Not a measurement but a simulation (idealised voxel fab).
Proc. module: voxel plated lines
Cross-sectional view cut (width: 270 nm; square cell size: 5 nm).
Think of the cross-section as a grid of square cells. We describe it in bands, top to bottom, and each band covers one or more rows of those cells.
Band entry format. Leading values: height of top, height of bottom, nm. Remainder: materials in left-to-right order, each with its width in nm. Special words: "all across" on a single material, which then fills the band edge to edge; "blank", empty space.
It should be noted that heights are counted from 0, beneath which the wafer as supplied is of one material throughout, and that the lowest band possesses no lower boundary but continues downward, as written in "0 down".
The notation "30..40" denotes a width that varies across the rows of cells in the band, beginning at the first number in the top row, finishing at the second number in the bottom row, and changing by an identical amount from each row to the next.
For the purposes of this document, the phrase "no alteration" attached to a step denotes that no cell within the cross-section was modified by that step.
Entry "Closed cavity list" = empty spaces >= 8 cells with no open way to the top; each as width x height at distance, distance from left edge, all nm.
Where a step's line continues beyond its settings, the continuation is a remark by the simulator itself on that step.
When a step includes a mask, the "overlay nm" setting on its line states how far to the right of its planned place that mask lay, and negative values state how far to the left.
## Set out below are the planned steps of the process
1. RECEIVE (material Si)
2. CONFORMAL_DEP (material SiO2; thk nm 15)
3. DIRECTIONAL_DEP (material TiN; thk nm 5)
4. PATTERN (tone open; mask id LINES; material resist; width nm 15; pitch nm 40; thk nm 25; overlay nm 0)
5. EPI (material Ru; thk nm 5)
6. EPI (material Ru; thk nm 10)
7. STRIP (etch materials resist)
8. DIRECTIONAL_ETCH (etch materials TiN; depth nm 5)
9. CONFORMAL_DEP (material SiCN; thk nm 5)
## as received, after step 1
	0 down | Si all across
	Closed cavity list: none
## Cross-section, first of two wafers, end of module, run as planned
	40 to 35 | blank=60  SiCN=25  blank=15  SiCN=25  blank=15  SiCN=25  blank=15  SiCN=25  blank=65
	35 to 20 | blank=60  SiCN=5  Ru=15  SiCN=5  blank=15  SiCN=5  Ru=15  SiCN=5  blank=15  SiCN=5  Ru=15  SiCN=5  blank=15  SiCN=5  Ru=15  SiCN=5  blank=65
	20 to 15 | SiCN=65  TiN=15  SiCN=25  TiN=15  SiCN=25  TiN=15  SiCN=25  TiN=15  SiCN=70
	15 to 0 | SiO2 all across
	0 down | Si all across
	Closed cavity list: none
## Presented here is a cross-section of the second of the two wafers as it stood at the end of the module. It was started in the same manner and assigned the same plan as the first wafer; however, one mistake was made in its execution
	40 to 35 | blank=55  SiCN=25  blank=15  SiCN=25  blank=15  SiCN=25  blank=15  SiCN=25  blank=70
	35 to 20 | blank=55  SiCN=5  Ru=15  SiCN=5  blank=15  SiCN=5  Ru=15  SiCN=5  blank=15  SiCN=5  Ru=15  SiCN=5  blank=15  SiCN=5  Ru=15  SiCN=5  blank=70
	20 to 15 | SiCN=60  TiN=15  SiCN=25  TiN=15  SiCN=25  TiN=15  SiCN=25  TiN=15  SiCN=75
	15 to 0 | SiO2 all across
	0 down | Si all across
	Closed cavity list: none
So what did we get wrong on this run? in deviation from the planned setting, step 4 was conducted as PATTERN (tone open; mask id LINES; material resist; width nm 15; pitch nm 40; thk nm 25; overlay nm -5)
Both wafers, final: cells per material equal; arrangement not.
